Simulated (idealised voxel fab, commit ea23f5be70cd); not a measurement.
Herein follows the process module entitled voxel ribs on slabs.
In the cross-section labelled cut, the width is 290 nm and each square cell is 5 nm.
Square cells in a grid make up a cross-section in this document, and the grid is given as bands, listed from the top down, each one or more rows of cells.
Top height, bottom height, nm. Materials left to right, width each, nm. Single material + "full width" = fills band edge to edge. "air" = empty.
Below 0: as-received wafer, all one material; heights counted from there. Lowest band: no bottom, goes on down, written "0 down".
Width: "30->40" (first number = top row, second number = bottom row, same change from row to row of cells).
Step note "no change occurred" = no cross-section cell changed.
Heads up: "Enclosed internal voids" only lists the empty pockets with no open path to the top that are 8 cells or more, and it writes them as width x height at distance, distance from the left edge, in nm.
Step line, after settings: the simulator's comment on this step.
If you see "overlay nm" on a step's line and that step has a mask, it's telling you how far right of where it was planned the mask ended up; a negative number means it went left instead.
### Planned process steps
1) RECEIVE (material Si)
2) DIRECTIONAL_DEP (material SiO2; thk nm 25)
3) DIRECTIONAL_DEP (material polySi; thk nm 25)
4) PATTERN (tone cover; mask id RIB; material resist; width nm 30; thk nm 20; overlay nm 0)
5) DIRECTIONAL_ETCH (etch materials polySi; depth nm 10)
6) STRIP (etch materials resist)
7) MASKED_ETCH (tone cover; mask id SLAB; width nm 90; etch materials polySi; depth nm 15; overlay nm 0)
8) FILL_DEP (material SiO2; thk nm 25)
9) CMP (height nm 70)
10) DIRECTIONAL_DEP (material TiN; thk nm 5)
11) MASKED_ETCH (tone cover; mask id HEATER; width nm 40; etch materials TiN; depth nm 5; overlay nm 0)
12) CONFORMAL_DEP (material SiO2; thk nm 5)
### Account of the first of two wafers, which was processed as intended
### As-received state of the wafer in cross-section, equivalent to post-step 1
- 0 down: Si full width
- Enclosed internal voids: none
### Wafer section view after processing step 2
- 25 to 0: SiO2 full width
- At heights below 0, the structure remains unaltered.
### Wafer section view after processing step 3
- 50 to 25: polySi full width
- At heights below 25, the structure remains unaltered.
### Wafer section view after processing step 4
- 70 to 50: air: 130, resist: 30, air: 130
- At heights below 50, the structure remains unaltered.
### Wafer section view after processing step 5
- 70 to 50: air: 130, resist: 30, air: 130
- 50 to 40: air: 130, polySi: 30, air: 130
- At heights below 40, the structure remains unaltered.
### Wafer section view after processing step 6
- 50 to 40: air: 130, polySi: 30, air: 130
- At heights below 40, the structure remains unaltered.
### Wafer section view after processing step 7
- 50 to 40: air: 130, polySi: 30, air: 130
- 40 to 25: air: 100, polySi: 90, air: 100
- At heights below 25, the structure remains unaltered.
### Wafer section view after processing step 8
- 75 to 50: SiO2 full width
- 50 to 40: SiO2: 130, polySi: 30, SiO2: 130
- 40 to 25: SiO2: 100, polySi: 90, SiO2: 100
- At heights below 25, the structure remains unaltered.
### Wafer section view after processing step 9
- 70 to 50: SiO2 full width
- At heights below 50, the structure remains unaltered.
### Wafer section view after processing step 10
- 75 to 70: TiN full width
- At heights below 70, the structure remains unaltered.
### Wafer section view after processing step 11
- 75 to 70: air: 125, TiN: 40, air: 125
- At heights below 70, the structure remains unaltered.
### Wafer section view after processing step 12
- 80 to 75: air: 120, SiO2: 50, air: 120
- 75 to 70: SiO2: 125, TiN: 40, SiO2: 125
- At heights below 70, the structure remains unaltered.
### Here the second wafer is described. Its start and its plan were those of the first wafer. Its run contained one mistake. Up to and including step 7, it did exactly what the first wafer did
### Second wafer cross-section, taken as of the time the plan sets for step 8 to be done
- 75 to 25: polySi full width
- At heights below 25, the structure remains unaltered.
### Second wafer cross-section, taken as of the time the plan sets for step 9 to be done
- 70 to 25: polySi full width
- At heights below 25, the structure remains unaltered.
### Second wafer cross-section, taken as of the time the plan sets for step 10 to be done
- 75 to 70: TiN full width
- At heights below 70, the structure remains unaltered.
### Second wafer cross-section, taken as of the time the plan sets for step 11 to be done
- 75 to 70: air: 125, TiN: 40, air: 125
- At heights below 70, the structure remains unaltered.
### Second wafer cross-section, taken as of the time the plan sets for step 12 to be done
- 80 to 75: air: 120, SiO2: 50, air: 120
- 75 to 70: SiO2: 125, TiN: 40, SiO2: 125
- At heights below 70, the structure remains unaltered.
What was done differently from what was planned? the process deviated at step 8: the operation and settings actually run there were FILL_DEP (material polySi; thk nm 25)
Wrapping up, a cell-based count of both wafers puts the second over or under the first for these materials: SiO2: 456 fewer; polySi: 456 more
